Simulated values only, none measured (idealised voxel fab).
Process module name: voxel ribs on slabs
The cross-section on display is named cut; it measures 165 nm wide, and its cells are 5 nm squares.
Think of the cross-section as a grid of square cells. We describe it in bands, top to bottom, and each band covers one or more rows of those cells. Band entry format. Leading values: height of top, height of bottom, nm. Remainder: materials in left-to-right order, each with its width in nm. Special words: "all across" on a single material, which then fills the band edge to edge; "empty", empty space. Convention: height 0 is the level below which the wafer, as received, is all one material. The lowest band does not terminate at the bottom but continues downward, represented as "0 down". Per-row width for "30->40": begins at first number (top row of band), ends at second number (bottom row), increment between rows held constant. What does "stayed the same" mean for a step? It means no cell of the cross-section changed in that step. Enclosed voids (no open way to top), threshold 8 cells or more, entry "Enclosed void listing", notation width x height at distance, distance from left edge, nm. Post-settings text on a step line: simulator's own remark regarding the step. The line of a step may include "overlay nm". On a step with a mask, this value is how far to the right of its planned place the mask lay. A negative value means the mask lay to the left.
**Set out below are the planned steps of the process**
1. RECEIVE,material Si
2. DIRECTIONAL_DEP,material SiO2,thk nm 20
3. DIRECTIONAL_DEP,material SiN,thk nm 20
4. PATTERN,tone cover,mask id RIB,material resist,width nm 30,thk nm 15,overlay nm 0
5. DIRECTIONAL_ETCH,etch materials SiN,depth nm 5
6. STRIP,etch materials resist
7. PATTERN,tone cover,mask id SLAB,material resist,width nm 70,thk nm 20,overlay nm 0
8. DIRECTIONAL_ETCH,etch materials SiN,depth nm 15
9. STRIP,etch materials resist
10. FILL_DEP,material SiO2,thk nm 25
11. CMP,height nm 60
12. DIRECTIONAL_DEP,material W,thk nm 5
13. PATTERN,tone cover,mask id HEATER,material resist,width nm 40,thk nm 15,overlay nm 0
14. DIRECTIONAL_ETCH,etch materials W,depth nm 5
15. STRIP,etch materials resist
16. CONFORMAL_DEP,material SiN,thk nm 5
**Delivered wafer in cross-section: state after step 1**
	0 down | Si all across
	Enclosed void listing: none
**The first of two wafers, cross-sectioned at the end of the module, with the run proceeding as planned**
	70 to 65 | 55 of empty, then 50 of SiN, then 60 of empty
	65 to 60 | 60 of SiN, then 40 of W, then 65 of SiN
	60 to 40 | SiO2 all across
	40 to 35 | 65 of SiO2, then 30 of SiN, then 70 of SiO2
	35 to 20 | 45 of SiO2, then 70 of SiN, then 50 of SiO2
	20 to 0 | SiO2 all across
	0 down | Si all across
	Enclosed void listing: none
**Here is the second of the two wafers cut open at the end of the module - same start, same plan as the first one, but we made one mistake running it**
	70 to 65 | 55 of empty, then 50 of SiN, then 60 of empty
	65 to 60 | 60 of SiN, then 40 of W, then 65 of SiN
	60 to 20 | SiO2 all across
	20 to 0 | SiN all across
	0 down | Si all across
	Enclosed void listing: none
Here's what went sideways: steps 2 and 3 traded places in the executed sequence
End of process, cell counts, second wafer against first, materials with more or fewer: SiN +84, SiO2 -84
